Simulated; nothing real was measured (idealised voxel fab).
The following is a process module called voxel transistor to metal.
For reference, the cross-section in this document is cut, with width 290 nm and square cells of 5 nm.
Cross-section spec: square-cell grid; bands listed top down; each band is one or more rows. Top, bottom (nm), then materials left to right with widths (nm); lone material tagged "throughout" fills the whole band edge to edge; "blank" = empty space. Heights are reckoned from 0. Under this level, the received wafer is all of one material. The bottommost band is open-ended downward, for example "z 0 and below". Graded width ("30->40"): value in top row of band = first number; value in bottom row = second number; row-to-row change constant. For the purposes of this document, the phrase "no alterations made" attached to a step denotes that no cell within the cross-section was modified by that step. So "Cavities, sealed" is basically the list of trapped voids: any empty space of 8 cells or more that can't reach the top through an opening. They're written width x height at distance, the distance being from the left edge, and it's all nm. On each step's line, the part that comes after the settings is the simulator's own comment on the step. overlay nm: step with mask; distance mask lay right of planned place; negative value = left of planned place. In what follows, pairs of cross-sections are presented, each taken before and after one process step, with the after cross-section shown only down to the lowest band that was altered; the step, together with its settings, is stated below the pair. The pairs may stem from different runs of this module on the same starting wafer; accordingly, a pair should be taken as continuing from the one above it solely where its entry headed "Incoming profile" indicates as much.

-- Incoming profile
* z 35 to 25 = blank (60); SiN (5); SiCN (30); SiN (5); blank (85); SiN (5); SiCN (30); SiN (5); blank (65)
* z 25 to 0 = blank (60); SiN (5); polySi (30); SiN (5); blank (85); SiN (5); polySi (30); SiN (5); blank (65)
* z 0 to -5 = blank (25); SiN (5); blank (30); SiN (5); polySi (30); SiN (5); blank (30); SiN (5); blank (15); SiN (5); blank (30); SiN (5); polySi (30); SiN (5); blank (30); SiN (5); blank (30)
* z -5 to -10 = SiO2 (30); blank (30); SiO2 (40); blank (30); SiO2 (25); blank (30); SiO2 (40); blank (30); SiO2 (35)
* z -10 to -50 = SiO2 (35); Si (90); SiO2 (35); Si (90); SiO2 (40)
* z -50 and below = Si throughout
* Cavities, sealed: none

-- Post-Process Section
* z 35 to 25 = blank (60); SiN (5); SiCN (30); SiN (5); blank (85); SiN (5); SiCN (30); SiN (5); blank (65)
* z 25 to 0 = blank (60); SiN (5); polySi (30); SiN (5); blank (85); SiN (5); polySi (30); SiN (5); blank (65)
* z 0 to -5 = blank (25); SiN (5); blank (30); SiN (5); polySi (30); SiN (5); blank (30); SiN (5); blank (15); SiN (5); blank (30); SiN (5); polySi (30); SiN (5); blank (30); SiN (5); blank (30)
* z -5 to -10 = SiO2 (30); blank (30); SiO2 (40); blank (30); SiO2 (25); blank (30); SiO2 (40); blank (30); SiO2 (35)
* z -10 to -20 = SiO2 (35); blank (25); Si (40); blank (25); SiO2 (35); blank (25); Si (40); blank (25); SiO2 (40)
* Under the height -20 nothing was changed.
* Cavities, sealed: none
The cross-sections above show the structure before and after this step: DIRECTIONAL_ETCH (etch materials Si; depth nm 10)

Incoming profile: Reference is made to the cross-section shown after the step in the pair directly above, which represents the state prior to this step.

-- Post-Process Section
* z 35 to 25 = blank (60); SiN (5); SiCN (30); SiN (5); blank (85); SiN (5); SiCN (30); SiN (5); blank (65)
* z 25 to 0 = blank (60); SiN (5); polySi (30); SiN (5); blank (85); SiN (5); polySi (30); SiN (5); blank (65)
* z 0 to -5 = blank (25); SiN (5); blank (20); SiGe (10); SiN (5); polySi (30); SiN (5); SiGe (10); blank (20); SiN (5); blank (15); SiN (5); blank (20); SiGe (10); SiN (5); polySi (30); SiN (5); SiGe (10); blank (20); SiN (5); blank (30)
* z -5 to -10 = SiO2 (30); blank (20); SiGe (10); SiO2 (40); SiGe (10); blank (20); SiO2 (25); blank (20); SiGe (10); SiO2 (40); SiGe (10); blank (20); SiO2 (35)
* z -10 to -20 = SiO2 (35); SiGe (25); Si (40); SiGe (25); SiO2 (35); SiGe (25); Si (40); SiGe (25); SiO2 (40)
* Under the height -20 nothing was changed.
* Cavities, sealed: none
The cross-sections above show the structure before and after this step: EPI (material SiGe; thk nm 10)

Incoming profile: Reference is made to the cross-section shown after the step in the pair directly above, which represents the state prior to this step.

-- Post-Process Section
* z 40 to 35 = SiO2 throughout
* z 35 to 25 = SiO2 (60); SiN (5); SiCN (30); SiN (5); SiO2 (85); SiN (5); SiCN (30); SiN (5); SiO2 (65)
* z 25 to 0 = SiO2 (60); SiN (5); polySi (30); SiN (5); SiO2 (85); SiN (5); polySi (30); SiN (5); SiO2 (65)
* z 0 to -5 = SiO2 (25); SiN (5); SiO2 (20); SiGe (10); SiN (5); polySi (30); SiN (5); SiGe (10); SiO2 (20); SiN (5); SiO2 (15); SiN (5); SiO2 (20); SiGe (10); SiN (5); polySi (30); SiN (5); SiGe (10); SiO2 (20); SiN (5); SiO2 (30)
* z -5 to -10 = SiO2 (50); SiGe (10); SiO2 (40); SiGe (10); SiO2 (65); SiGe (10); SiO2 (40); SiGe (10); SiO2 (55)
* Under the height -10 nothing was changed.
* Cavities, sealed: none
The cross-sections above show the structure before and after this step: FILL_DEP (material SiO2; thk nm 5)

Incoming profile: Reference is made to the cross-section shown after the step in the pair directly above, which represents the state prior to this step.

-- Post-Process Section
* z 25 to 0 = SiO2 (60); SiN (5); polySi (30); SiN (5); SiO2 (85); SiN (5); polySi (30); SiN (5); SiO2 (65)
* Under the height 0 nothing was changed.
* Cavities, sealed: none
The cross-sections above show the structure before and after this step: CMP (height nm 25)

Incoming profile: Reference is made to the cross-section shown after the step in the pair directly above, which represents the state prior to this step.

-- Post-Process Section
* z 25 to 0 = SiO2 (60); SiN (5); blank (30); SiN (5); SiO2 (85); SiN (5); blank (30); SiN (5); SiO2 (65)
* z 0 to -5 = SiO2 (25); SiN (5); SiO2 (20); SiGe (10); SiN (5); blank (30); SiN (5); SiGe (10); SiO2 (20); SiN (5); SiO2 (15); SiN (5); SiO2 (20); SiGe (10); SiN (5); blank (30); SiN (5); SiGe (10); SiO2 (20); SiN (5); SiO2 (30)
* Under the height -5 nothing was changed.
* Cavities, sealed: none
The cross-sections above show the structure before and after this step: STRIP (etch materials polySi)

Incoming profile: Reference is made to the cross-section shown after the step in the pair directly above, which represents the state prior to this step.

-- Post-Process Section
* z 25 to 20 = blank (60); SiN (5); blank (30); SiN (5); blank (85); SiN (5); blank (30); SiN (5); blank (65)
* z 20 to 0 = SiO2 (60); SiN (5); blank (30); SiN (5); SiO2 (85); SiN (5); blank (30); SiN (5); SiO2 (65)
* z 0 to -5 = SiO2 (25); SiN (5); SiO2 (20); SiGe (10); SiN (5); blank (30); SiN (5); SiGe (10); SiO2 (20); SiN (5); SiO2 (15); SiN (5); SiO2 (20); SiGe (10); SiN (5); blank (30); SiN (5); SiGe (10); SiO2 (20); SiN (5); SiO2 (30)
* z -5 to -10 = SiO2 (50); SiGe (10); blank (40); SiGe (10); SiO2 (65); SiGe (10); blank (40); SiGe (10); SiO2 (55)
* Under the height -10 nothing was changed.
* Cavities, sealed: none
The cross-sections above show the structure before and after this step: SELECTIVE_ETCH (etch materials SiO2; depth nm 5)

Incoming profile: Reference is made to the cross-section shown after the step in the pair directly above, which represents the state prior to this step.

-- Post-Process Section
* z 30 to 25 = blank (55); HfO2 (15); blank (20); HfO2 (15); blank (75); HfO2 (15); blank (20); HfO2 (15); blank (60)
* z 25 to 20 = HfO2 (60); SiN (5); HfO2 (5); blank (20); HfO2 (5); SiN (5); HfO2 (85); SiN (5); HfO2 (5); blank (20); HfO2 (5); SiN (5); HfO2 (65)
* z 20 to 0 = SiO2 (60); SiN (5); HfO2 (5); blank (20); HfO2 (5); SiN (5); SiO2 (85); SiN (5); HfO2 (5); blank (20); HfO2 (5); SiN (5); SiO2 (65)
* z 0 to -5 = SiO2 (25); SiN (5); SiO2 (20); SiGe (10); SiN (5); HfO2 (5); blank (20); HfO2 (5); SiN (5); SiGe (10); SiO2 (20); SiN (5); SiO2 (15); SiN (5); SiO2 (20); SiGe (10); SiN (5); HfO2 (5); blank (20); HfO2 (5); SiN (5); SiGe (10); SiO2 (20); SiN (5); SiO2 (30)
* z -5 to -10 = SiO2 (50); SiGe (10); HfO2 (40); SiGe (10); SiO2 (65); SiGe (10); HfO2 (40); SiGe (10); SiO2 (55)
* Under the height -10 nothing was changed.
* Cavities, sealed: none
The cross-sections above show the structure before and after this step: CONFORMAL_DEP (material HfO2; thk nm 5)

Incoming profile: Reference is made to the cross-section shown after the step in the pair directly above, which represents the state prior to this step.

-- Post-Process Section
* z 35 to 30 = blank (50); TiN (25); blank (10); TiN (25); blank (65); TiN (25); blank (10); TiN (25); blank (55)
* z 30 to 25 = TiN (55); HfO2 (15); TiN (5); blank (10); TiN (5); HfO2 (15); TiN (75); HfO2 (15); TiN (5); blank (10); TiN (5); HfO2 (15); TiN (60)
* z 25 to 20 = HfO2 (60); SiN (5); HfO2 (5); TiN (5); blank (10); TiN (5); HfO2 (5); SiN (5); HfO2 (85); SiN (5); HfO2 (5); TiN (5); blank (10); TiN (5); HfO2 (5); SiN (5); HfO2 (65)
* z 20 to 0 = SiO2 (60); SiN (5); HfO2 (5); TiN (5); blank (10); TiN (5); HfO2 (5); SiN (5); SiO2 (85); SiN (5); HfO2 (5); TiN (5); blank (10); TiN (5); HfO2 (5); SiN (5); SiO2 (65)
* z 0 to -5 = SiO2 (25); SiN (5); SiO2 (20); SiGe (10); SiN (5); HfO2 (5); TiN (20); HfO2 (5); SiN (5); SiGe (10); SiO2 (20); SiN (5); SiO2 (15); SiN (5); SiO2 (20); SiGe (10); SiN (5); HfO2 (5); TiN (20); HfO2 (5); SiN (5); SiGe (10); SiO2 (20); SiN (5); SiO2 (30)
* Under the height -5 nothing was changed.
* Cavities, sealed: none
The cross-sections above show the structure before and after this step: CONFORMAL_DEP (material TiN; thk nm 5)

Incoming profile: Reference is made to the cross-section shown after the step in the pair directly above, which represents the state prior to this step.

-- Post-Process Section
* z 40 to 35 = W throughout
* z 35 to 30 = W (50); TiN (25); W (10); TiN (25); W (65); TiN (25); W (10); TiN (25); W (55)
* z 30 to 25 = TiN (55); HfO2 (15); TiN (5); W (10); TiN (5); HfO2 (15); TiN (75); HfO2 (15); TiN (5); W (10); TiN (5); HfO2 (15); TiN (60)
* z 25 to 20 = HfO2 (60); SiN (5); HfO2 (5); TiN (5); W (10); TiN (5); HfO2 (5); SiN (5); HfO2 (85); SiN (5); HfO2 (5); TiN (5); W (10); TiN (5); HfO2 (5); SiN (5); HfO2 (65)
* z 20 to 0 = SiO2 (60); SiN (5); HfO2 (5); TiN (5); W (10); TiN (5); HfO2 (5); SiN (5); SiO2 (85); SiN (5); HfO2 (5); TiN (5); W (10); TiN (5); HfO2 (5); SiN (5); SiO2 (65)
* Under the height 0 nothing was changed.
* Cavities, sealed: none
The cross-sections above show the structure before and after this step: FILL_DEP (material W; thk nm 5)

Incoming profile: Reference is made to the cross-section shown after the step in the pair directly above, which represents the state prior to this step.

-- Post-Process Section
* z 20 to 0 = SiO2 (60); SiN (5); HfO2 (5); TiN (5); W (10); TiN (5); HfO2 (5); SiN (5); SiO2 (85); SiN (5); HfO2 (5); TiN (5); W (10); TiN (5); HfO2 (5); SiN (5); SiO2 (65)
* Under the height 0 nothing was changed.
* Cavities, sealed: none
The cross-sections above show the structure before and after this step: CMP (height nm 20)

Incoming profile: Reference is made to the cross-section shown after the step in the pair directly above, which represents the state prior to this step.

-- Post-Process Section
* z 30 to 20 = SiO2 throughout
* Under the height 20 nothing was changed.
* Cavities, sealed: none
The cross-sections above show the structure before and after this step: DIRECTIONAL_DEP (material SiO2; thk nm 10)

Incoming profile: Reference is made to the cross-section shown after the step in the pair directly above, which represents the state prior to this step.

-- Post-Process Section
* z 45 to 30 = aC throughout
* Under the height 30 nothing was changed.
* Cavities, sealed: none
The cross-sections above show the structure before and after this step: DIRECTIONAL_DEP (material aC; thk nm 15)

Incoming profile: Reference is made to the cross-section shown after the step in the pair directly above, which represents the state prior to this step.

-- Post-Process Section
* z 75 to 45 = resist (35); blank (15); resist (60); blank (15); resist (35); blank (15); resist (60); blank (15); resist (40)
* Under the height 45 nothing was changed.
* Cavities, sealed: none
The cross-sections above show the structure before and after this step: PATTERN (tone open; mask id CONTACT; material resist; width nm 15; thk nm 30; overlay nm 0)

Incoming profile: Reference is made to the cross-section shown after the step in the pair directly above, which represents the state prior to this step.

-- Post-Process Section
* z 60 to 45 = resist (35); blank (15); resist (60); blank (15); resist (35); blank (15); resist (60); blank (15); resist (40)
* z 45 to 30 = aC (35); blank (15); aC (60); blank (15); aC (35); blank (15); aC (60); blank (15); aC (40)
* Under the height 30 nothing was changed.
* Cavities, sealed: none
The cross-sections above show the structure before and after this step: DIRECTIONAL_ETCH (etch materials aC; depth nm 15)

Incoming profile: Reference is made to the cross-section shown after the step in the pair directly above, which represents the state prior to this step.

-- Post-Process Section
* z 45 to 30 = aC (35); blank (15); aC (60); blank (15); aC (35); blank (15); aC (60); blank (15); aC (40)
* Under the height 30 nothing was changed.
* Cavities, sealed: none
The cross-sections above show the structure before and after this step: STRIP (etch materials resist)

Incoming profile: Reference is made to the cross-section shown after the step in the pair directly above, which represents the state prior to this step.

-- Post-Process Section
* z 45 to 30 = aC (35); blank (15); aC (60); blank (15); aC (35); blank (15); aC (60); blank (15); aC (40)
* z 30 to 20 = SiO2 (35); blank (15); SiO2 (60); blank (15); SiO2 (35); blank (15); SiO2 (60); blank (15); SiO2 (40)
* z 20 to 0 = SiO2 (35); blank (15); SiO2 (10); SiN (5); HfO2 (5); TiN (5); W (10); TiN (5); HfO2 (5); SiN (5); SiO2 (10); blank (15); SiO2 (35); blank (15); SiO2 (10); SiN (5); HfO2 (5); TiN (5); W (10); TiN (5); HfO2 (5); SiN (5); SiO2 (10); blank (15); SiO2 (40)
* z 0 to -5 = SiO2 (25); SiN (5); SiO2 (5); blank (15); SiGe (10); SiN (5); HfO2 (5); TiN (20); HfO2 (5); SiN (5); SiGe (10); blank (15); SiO2 (5); SiN (5); SiO2 (15); SiN (5); SiO2 (5); blank (15); SiGe (10); SiN (5); HfO2 (5); TiN (20); HfO2 (5); SiN (5); SiGe (10); blank (15); SiO2 (5); SiN (5); SiO2 (30)
* z -5 to -10 = SiO2 (35); blank (15); SiGe (10); HfO2 (40); SiGe (10); blank (15); SiO2 (35); blank (15); SiGe (10); HfO2 (40); SiGe (10); blank (15); SiO2 (40)
* Under the height -10 nothing was changed.
* Cavities, sealed: none
The cross-sections above show the structure before and after this step: DIRECTIONAL_ETCH (etch materials SiO2; depth nm 40)

Incoming profile: Reference is made to the cross-section shown after the step in the pair directly above, which represents the state prior to this step.

-- Post-Process Section
* z 30 to 20 = SiO2 (35); blank (15); SiO2 (60); blank (15); SiO2 (35); blank (15); SiO2 (60); blank (15); SiO2 (40)
* Under the height 20 nothing was changed.
* Cavities, sealed: none
The cross-sections above show the structure before and after this step: STRIP (etch materials aC)

Incoming profile: Reference is made to the cross-section shown after the step in the pair directly above, which represents the state prior to this step.

-- Post-Process Section
* z 35 to 30 = TiN (40); blank (5); TiN (70); blank (5); TiN (45); blank (5); TiN (70); blank (5); TiN (45)
* z 30 to 20 = SiO2 (35); TiN (5); blank (5); TiN (5); SiO2 (60); TiN (5); blank (5); TiN (5); SiO2 (35); TiN (5); blank (5); TiN (5); SiO2 (60); TiN (5); blank (5); TiN (5); SiO2 (40)
* z 20 to 0 = SiO2 (35); TiN (5); blank (5); TiN (5); SiO2 (10); SiN (5); HfO2 (5); TiN (5); W (10); TiN (5); HfO2 (5); SiN (5); SiO2 (10); TiN (5); blank (5); TiN (5); SiO2 (35); TiN (5); blank (5); TiN (5); SiO2 (10); SiN (5); HfO2 (5); TiN (5); W (10); TiN (5); HfO2 (5); SiN (5); SiO2 (10); TiN (5); blank (5); TiN (5); SiO2 (40)
* z 0 to -5 = SiO2 (25); SiN (5); SiO2 (5); TiN (5); blank (5); TiN (5); SiGe (10); SiN (5); HfO2 (5); TiN (20); HfO2 (5); SiN (5); SiGe (10); TiN (5); blank (5); TiN (5); SiO2 (5); SiN (5); SiO2 (15); SiN (5); SiO2 (5); TiN (5); blank (5); TiN (5); SiGe (10); SiN (5); HfO2 (5); TiN (20); HfO2 (5); SiN (5); SiGe (10); TiN (5); blank (5); TiN (5); SiO2 (5); SiN (5); SiO2 (30)
* z -5 to -10 = SiO2 (35); TiN (15); SiGe (10); HfO2 (40); SiGe (10); TiN (15); SiO2 (35); TiN (15); SiGe (10); HfO2 (40); SiGe (10); TiN (15); SiO2 (40)
* Under the height -10 nothing was changed.
* Cavities, sealed: none
The cross-sections above show the structure before and after this step: CONFORMAL_DEP (material TiN; thk nm 5)

Incoming profile: Reference is made to the cross-section shown after the step in the pair directly above, which represents the state prior to this step.

-- Post-Process Section
* z 40 to 35 = Ru throughout
* z 35 to 30 = TiN (40); Ru (5); TiN (70); Ru (5); TiN (45); Ru (5); TiN (70); Ru (5); TiN (45)
* z 30 to 20 = SiO2 (35); TiN (5); Ru (5); TiN (5); SiO2 (60); TiN (5); Ru (5); TiN (5); SiO2 (35); TiN (5); Ru (5); TiN (5); SiO2 (60); TiN (5); Ru (5); TiN (5); SiO2 (40)
* z 20 to 0 = SiO2 (35); TiN (5); Ru (5); TiN (5); SiO2 (10); SiN (5); HfO2 (5); TiN (5); W (10); TiN (5); HfO2 (5); SiN (5); SiO2 (10); TiN (5); Ru (5); TiN (5); SiO2 (35); TiN (5); Ru (5); TiN (5); SiO2 (10); SiN (5); HfO2 (5); TiN (5); W (10); TiN (5); HfO2 (5); SiN (5); SiO2 (10); TiN (5); Ru (5); TiN (5); SiO2 (40)
* z 0 to -5 = SiO2 (25); SiN (5); SiO2 (5); TiN (5); Ru (5); TiN (5); SiGe (10); SiN (5); HfO2 (5); TiN (20); HfO2 (5); SiN (5); SiGe (10); TiN (5); Ru (5); TiN (5); SiO2 (5); SiN (5); SiO2 (15); SiN (5); SiO2 (5); TiN (5); Ru (5); TiN (5); SiGe (10); SiN (5); HfO2 (5); TiN (20); HfO2 (5); SiN (5); SiGe (10); TiN (5); Ru (5); TiN (5); SiO2 (5); SiN (5); SiO2 (30)
* Under the height -5 nothing was changed.
* Cavities, sealed: none
The cross-sections above show the structure before and after this step: FILL_DEP (material Ru; thk nm 5)

Incoming profile: Reference is made to the cross-section shown after the step in the pair directly above, which represents the state prior to this step.

-- Post-Process Section
* z 30 to 20 = SiO2 (35); TiN (5); Ru (5); TiN (5); SiO2 (60); TiN (5); Ru (5); TiN (5); SiO2 (35); TiN (5); Ru (5); TiN (5); SiO2 (60); TiN (5); Ru (5); TiN (5); SiO2 (40)
* Under the height 20 nothing was changed.
* Cavities, sealed: none
The cross-sections above show the structure before and after this step: CMP (height nm 30)

Incoming profile: Reference is made to the cross-section shown after the step in the pair directly above, which represents the state prior to this step.

-- Post-Process Section
* z 35 to 30 = SiN throughout
* Under the height 30 nothing was changed.
* Cavities, sealed: none
The cross-sections above show the structure before and after this step: CONFORMAL_DEP (material SiN; thk nm 5)

Incoming profile: Reference is made to the cross-section shown after the step in the pair directly above, which represents the state prior to this step.

-- Post-Process Section
* z 60 to 35 = lowk throughout
* Under the height 35 nothing was changed.
* Cavities, sealed: none
The cross-sections above show the structure before and after this step: DIRECTIONAL_DEP (material lowk; thk nm 25)

Incoming profile: Reference is made to the cross-section shown after the step in the pair directly above, which represents the state prior to this step.

-- Post-Process Section
* z 80 to 60 = resist (35); blank (15); resist (60); blank (15); resist (35); blank (15); resist (60); blank (15); resist (40)
* Under the height 60 nothing was changed.
* Cavities, sealed: none
The cross-sections above show the structure before and after this step: PATTERN (tone open; mask id METAL_1; material resist; width nm 15; thk nm 20; overlay nm 0)

Incoming profile: Reference is made to the cross-section shown after the step in the pair directly above, which represents the state prior to this step.

-- Post-Process Section
* z 80 to 60 = resist (35); blank (15); resist (60); blank (15); resist (35); blank (15); resist (60); blank (15); resist (40)
* z 60 to 35 = lowk (35); blank (15); lowk (60); blank (15); lowk (35); blank (15); lowk (60); blank (15); lowk (40)
* Under the height 35 nothing was changed.
* Cavities, sealed: none
The cross-sections above show the structure before and after this step: DIRECTIONAL_ETCH (etch materials lowk; depth nm 25)

Incoming profile: Reference is made to the cross-section shown after the step in the pair directly above, which represents the state prior to this step.

-- Post-Process Section
* z 80 to 60 = resist (35); blank (15); resist (60); blank (15); resist (35); blank (15); resist (60); blank (15); resist (40)
* z 60 to 35 = lowk (35); blank (15); lowk (60); blank (15); lowk (35); blank (15); lowk (60); blank (15); lowk (40)
* z 35 to 30 = SiN (35); blank (15); SiN (60); blank (15); SiN (35); blank (15); SiN (60); blank (15); SiN (40)
* Under the height 30 nothing was changed.
* Cavities, sealed: none
The cross-sections above show the structure before and after this step: DIRECTIONAL_ETCH (etch materials SiN; depth nm 5)

Incoming profile: Reference is made to the cross-section shown after the step in the pair directly above, which represents the state prior to this step.

-- Post-Process Section
* z 60 to 35 = lowk (35); blank (15); lowk (60); blank (15); lowk (35); blank (15); lowk (60); blank (15); lowk (40)
* Under the height 35 nothing was changed.
* Cavities, sealed: none
The cross-sections above show the structure before and after this step: STRIP (etch materials resist)

Incoming profile: Reference is made to the cross-section shown after the step in the pair directly above, which represents the state prior to this step.

-- Post-Process Section
* z 65 to 60 = TiN (40); blank (5); TiN (70); blank (5); TiN (45); blank (5); TiN (70); blank (5); TiN (45)
* z 60 to 35 = lowk (35); TiN (5); blank (5); TiN (5); lowk (60); TiN (5); blank (5); TiN (5); lowk (35); TiN (5); blank (5); TiN (5); lowk (60); TiN (5); blank (5); TiN (5); lowk (40)
* z 35 to 30 = SiN (35); TiN (15); SiN (60); TiN (15); SiN (35); TiN (15); SiN (60); TiN (15); SiN (40)
* Under the height 30 nothing was changed.
* Cavities, sealed: none
The cross-sections above show the structure before and after this step: CONFORMAL_DEP (material TiN; thk nm 5)

Incoming profile: Reference is made to the cross-section shown after the step in the pair directly above, which represents the state prior to this step.

-- Post-Process Section
* z 70 to 65 = Cu throughout
* z 65 to 60 = TiN (40); Cu (5); TiN (70); Cu (5); TiN (45); Cu (5); TiN (70); Cu (5); TiN (45)
* z 60 to 35 = lowk (35); TiN (5); Cu (5); TiN (5); lowk (60); TiN (5); Cu (5); TiN (5); lowk (35); TiN (5); Cu (5); TiN (5); lowk (60); TiN (5); Cu (5); TiN (5); lowk (40)
* Under the height 35 nothing was changed.
* Cavities, sealed: none
The cross-sections above show the structure before and after this step: FILL_DEP (material Cu; thk nm 5)

Incoming profile: Reference is made to the cross-section shown after the step in the pair directly above, which represents the state prior to this step.

-- Post-Process Section
* z 60 to 35 = lowk (35); TiN (5); Cu (5); TiN (5); lowk (60); TiN (5); Cu (5); TiN (5); lowk (35); TiN (5); Cu (5); TiN (5); lowk (60); TiN (5); Cu (5); TiN (5); lowk (40)
* Under the height 35 nothing was changed.
* Cavities, sealed: none
The cross-sections above show the structure before and after this step: CMP (height nm 60)

Incoming profile: Reference is made to the cross-section shown after the step in the pair directly above, which represents the state prior to this step.

-- Post-Process Section
* z 65 to 60 = SiN throughout
* Under the height 60 nothing was changed.
* Cavities, sealed: none
The cross-sections above show the structure before and after this step: CONFORMAL_DEP (material SiN; thk nm 5)

-- Incoming profile
* z 30 to 20 = SiO2 (35); TiN (5); Ru (5); TiN (5); SiO2 (60); TiN (5); Ru (5); TiN (5); SiO2 (35); TiN (5); Ru (5); TiN (5); SiO2 (60); TiN (5); Ru (5); TiN (5); SiO2 (40)
* z 20 to 0 = SiO2 (35); TiN (5); Ru (5); TiN (5); SiO2 (10); SiN (5); HfO2 (5); TiN (5); W (10); TiN (5); HfO2 (5); SiN (5); SiO2 (10); TiN (5); Ru (5); TiN (5); SiO2 (35); TiN (5); Ru (5); TiN (5); SiO2 (10); SiN (5); HfO2 (5); TiN (5); W (10); TiN (5); HfO2 (5); SiN (5); SiO2 (10); TiN (5); Ru (5); TiN (5); SiO2 (40)
* z 0 to -5 = SiO2 (25); SiN (5); SiO2 (5); TiN (5); Ru (5); TiN (5); SiGe (10); SiN (5); HfO2 (5); TiN (20); HfO2 (5); SiN (5); SiGe (10); TiN (5); Ru (5); TiN (5); SiO2 (5); SiN (5); SiO2 (15); SiN (5); SiO2 (5); TiN (5); Ru (5); TiN (5); SiGe (10); SiN (5); HfO2 (5); TiN (20); HfO2 (5); SiN (5); SiGe (10); TiN (5); Ru (5); TiN (5); SiO2 (5); SiN (5); SiO2 (30)
* z -5 to -10 = SiO2 (35); TiN (15); SiGe (10); HfO2 (40); SiGe (10); TiN (15); SiO2 (35); TiN (15); SiGe (10); HfO2 (40); SiGe (10); TiN (15); SiO2 (40)
* z -10 to -20 = SiO2 (35); SiGe (25); Si (40); SiGe (25); SiO2 (35); SiGe (25); Si (40); SiGe (25); SiO2 (40)
* z -20 to -30 = SiO2 (35); Si (90); SiO2 (35); Si (90); SiO2 (40)
* z -30 and below = Si throughout
* Cavities, sealed: none

-- Post-Process Section
* z 55 to 30 = lowk throughout
* Under the height 30 nothing was changed.
* Cavities, sealed: none
The cross-sections above show the structure before and after this step: DIRECTIONAL_DEP (material lowk; thk nm 25)

Incoming profile: Reference is made to the cross-section shown after the step in the pair directly above, which represents the state prior to this step.

-- Post-Process Section
* z 60 to 55 = SiN throughout
* Under the height 55 nothing was changed.
* Cavities, sealed: none
The cross-sections above show the structure before and after this step: CONFORMAL_DEP (material SiN; thk nm 5)

Incoming profile: Reference is made to the cross-section shown after the step in the pair directly above, which represents the state prior to this step.

-- Post-Process Section
* z 80 to 60 = resist (35); blank (15); resist (60); blank (15); resist (35); blank (15); resist (60); blank (15); resist (40)
* Under the height 60 nothing was changed.
* Cavities, sealed: none
The cross-sections above show the structure before and after this step: PATTERN (tone open; mask id METAL_1; material resist; width nm 15; thk nm 20; overlay nm 0)

Incoming profile: Reference is made to the cross-section shown after the step in the pair directly above, which represents the state prior to this step.

-- Post-Process Section
* z 80 to 60 = resist (35); blank (15); resist (60); blank (15); resist (35); blank (15); resist (60); blank (15); resist (40)
* z 60 to 55 = SiN (35); blank (15); SiN (60); blank (15); SiN (35); blank (15); SiN (60); blank (15); SiN (40)
* Under the height 55 nothing was changed.
* Cavities, sealed: none
The cross-sections above show the structure before and after this step: DIRECTIONAL_ETCH (etch materials SiN; depth nm 5)

Incoming profile: Reference is made to the cross-section shown after the step in the pair directly above, which represents the state prior to this step.

-- Post-Process Section
* z 60 to 55 = SiN (35); blank (15); SiN (60); blank (15); SiN (35); blank (15); SiN (60); blank (15); SiN (40)
* Under the height 55 nothing was changed.
* Cavities, sealed: none
The cross-sections above show the structure before and after this step: STRIP (etch materials resist)

Incoming profile: Reference is made to the cross-section shown after the step in the pair directly above, which represents the state prior to this step.

-- Post-Process Section
* z 65 to 60 = TiN (40); blank (5); TiN (70); blank (5); TiN (45); blank (5); TiN (70); blank (5); TiN (45)
* z 60 to 55 = SiN (35); TiN (15); SiN (60); TiN (15); SiN (35); TiN (15); SiN (60); TiN (15); SiN (40)
* Under the height 55 nothing was changed.
* Cavities, sealed: none
The cross-sections above show the structure before and after this step: CONFORMAL_DEP (material TiN; thk nm 5)

Incoming profile: Reference is made to the cross-section shown after the step in the pair directly above, which represents the state prior to this step.

-- Post-Process Section
* z 70 to 65 = Cu throughout
* z 65 to 60 = TiN (40); Cu (5); TiN (70); Cu (5); TiN (45); Cu (5); TiN (70); Cu (5); TiN (45)
* Under the height 60 nothing was changed.
* Cavities, sealed: none
The cross-sections above show the structure before and after this step: FILL_DEP (material Cu; thk nm 5)

Incoming profile: Reference is made to the cross-section shown after the step in the pair directly above, which represents the state prior to this step.

-- Post-Process Section
* z 60 to 55 = SiN (35); TiN (15); SiN (60); TiN (15); SiN (35); TiN (15); SiN (60); TiN (15); SiN (40)
* Under the height 55 nothing was changed.
* Cavities, sealed: none
The cross-sections above show the structure before and after this step: CMP (height nm 60)

Incoming profile: Reference is made to the cross-section shown after the step in the pair directly above, which represents the state prior to this step.

-- Post-Process Section
* z 65 to 60 = SiN throughout
* Under the height 60 nothing was changed.
* Cavities, sealed: none
The cross-sections above show the structure before and after this step: CONFORMAL_DEP (material SiN; thk nm 5)

-- Incoming profile
* z 20 to 10 = blank (30); aC (100); blank (25); aC (100); blank (35)
* z 10 to 0 = blank (30); SiN (100); blank (25); SiN (100); blank (35)
* z 0 to -5 = blank (30); SiO2 (100); blank (25); SiO2 (100); blank (35)
* z -5 and below = Si throughout
* Cavities, sealed: none

-- Post-Process Section
* z 20 to 10 = blank (30); aC (100); blank (25); aC (100); blank (35)
* z 10 to 0 = blank (30); SiN (100); blank (25); SiN (100); blank (35)
* z 0 to -5 = blank (30); SiO2 (100); blank (25); SiO2 (100); blank (35)
* z -5 to -30 = blank (30); Si (100); blank (25); Si (100); blank (35)
* Under the height -30 nothing was changed.
* Cavities, sealed: none
The cross-sections above show the structure before and after this step: DIRECTIONAL_ETCH (etch materials Si; depth nm 25)

Incoming profile: Reference is made to the cross-section shown after the step in the pair directly above, which represents the state prior to this step.

-- Post-Process Section
* z 10 to 0 = blank (30); SiN (100); blank (25); SiN (100); blank (35)
* Under the height 0 nothing was changed.
* Cavities, sealed: none
The cross-sections above show the structure before and after this step: STRIP (etch materials aC)

Incoming profile: Reference is made to the cross-section shown after the step in the pair directly above, which represents the state prior to this step.

-- Post-Process Section
* z 10 to 0 = blank (30); SiN (100); blank (25); SiN (100); blank (35)
* z 0 to -5 = blank (30); SiO2 (100); blank (25); SiO2 (100); blank (35)
* z -5 to -30 = blank (30); SiO2 (5); Si (90); SiO2 (5); blank (25); SiO2 (5); Si (90); SiO2 (5); blank (35)
* z -30 to -35 = SiO2 (35); Si (90); SiO2 (35); Si (90); SiO2 (40)
* Under the height -35 nothing was changed.
* Cavities, sealed: none
The cross-sections above show the structure before and after this step: OXIDIZE (depth nm 5)

Incoming profile: Reference is made to the cross-section shown after the step in the pair directly above, which represents the state prior to this step.

-- Post-Process Section
* z 15 to 10 = SiO2 throughout
* z 10 to 0 = SiO2 (30); SiN (100); SiO2 (25); SiN (100); SiO2 (35)
* z 0 to -5 = SiO2 throughout
* z -5 to -35 = SiO2 (35); Si (90); SiO2 (35); Si (90); SiO2 (40)
* Under the height -35 nothing was changed.
* Cavities, sealed: none
The cross-sections above show the structure before and after this step: FILL_DEP (material SiO2; thk nm 5)
